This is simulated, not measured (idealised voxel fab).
process module | voxel self aligned contacts
cross-section cut | 300 nm wide | cells 5 nm
A cross-section is a grid of square cells, given in bands from the top down. A band is one or more rows of cells.
Each band's line starts with the height of the band's top and of its bottom, in nm. Then come its materials from left to right, each with its width in nm. One material with "throughout" fills the band from edge to edge. "air" is empty space.
Height 0 is the level under which the wafer as received is all one material. The lowest band goes on downwards, as in "0 down".
A width such as "30 to 40" changes by the same amount from each row of cells to the next, from the band's top row to its bottom row.
"no change" after a step means that no cell of the cross-section changed.
closed voids: empty space of 8 cells or more with no open way to the top, each as width x height at its distance from the left edge, in nm
after a step's settings: what the simulator itself notes on the step
overlay nm, on a step with a mask: how far to the right of its planned place the mask lay; to the left if negative
plan
1 op RECEIVE | material Si
2 op OXIDIZE | depth nm 5
3 op DIRECTIONAL_DEP | material polySi | thk nm 30
4 op DIRECTIONAL_DEP | material SiN | thk nm 20
5 op DIRECTIONAL_DEP | material aC | thk nm 10
6 op PATTERN | tone cover | mask id GATE | material resist | width nm 25 | pitch nm 50 | thk nm 25 | overlay nm 0
7 op DIRECTIONAL_ETCH | etch materials aC | depth nm 10
8 op STRIP | etch materials resist
9 op DIRECTIONAL_ETCH | etch materials SiN | depth nm 20
10 op DIRECTIONAL_ETCH | etch materials polySi | depth nm 30
11 op STRIP | etch materials aC
12 op CONFORMAL_DEP | material SiN | thk nm 5
13 op DIRECTIONAL_ETCH | etch materials SiN | depth nm 5
14 op FILL_DEP | material SiO2 | thk nm 10
15 op CMP | height nm 55
16 op PATTERN | tone open | mask id CONTACT | material resist | width nm 35 | pitch nm 50 | thk nm 15 | overlay nm 0
17 op DIRECTIONAL_ETCH | etch materials SiO2 | depth nm 60
18 op STRIP | etch materials resist
19 op CONFORMAL_DEP | material TiN | thk nm 5
20 op FILL_DEP | material W | thk nm 5
21 op CMP | height nm 55
22 op CONFORMAL_DEP | material SiCN | thk nm 5
as received, after step 1
  0 down: Si throughout
  closed voids: none
a wafer at the end: this start, this plan, one mistake
  60 to 55: SiCN throughout
  55 to 50: SiO2 105 | TiN 15 | W 5 | TiN 15 | SiO2 15 | TiN 15 | W 5 | TiN 15 | SiO2 110
  50 to 25: SiO2 80 | SiN 5 | polySi 25 | SiN 5 | TiN 5 | W 5 | TiN 5 | SiN 5 | polySi 25 | SiN 5 | TiN 5 | W 5 | TiN 5 | SiN 5 | polySi 25 | SiN 5 | SiO2 85
  25 to 20: SiO2 80 | SiN 5 | polySi 25 | SiN 5 | TiN 15 | SiN 5 | polySi 25 | SiN 5 | TiN 15 | SiN 5 | polySi 25 | SiN 5 | SiO2 85
  20 to 0: SiN throughout
  0 to -5: SiO2 throughout
  -5 down: Si throughout
  closed voids: none
what went wrong: steps 3 and 4 were swapped
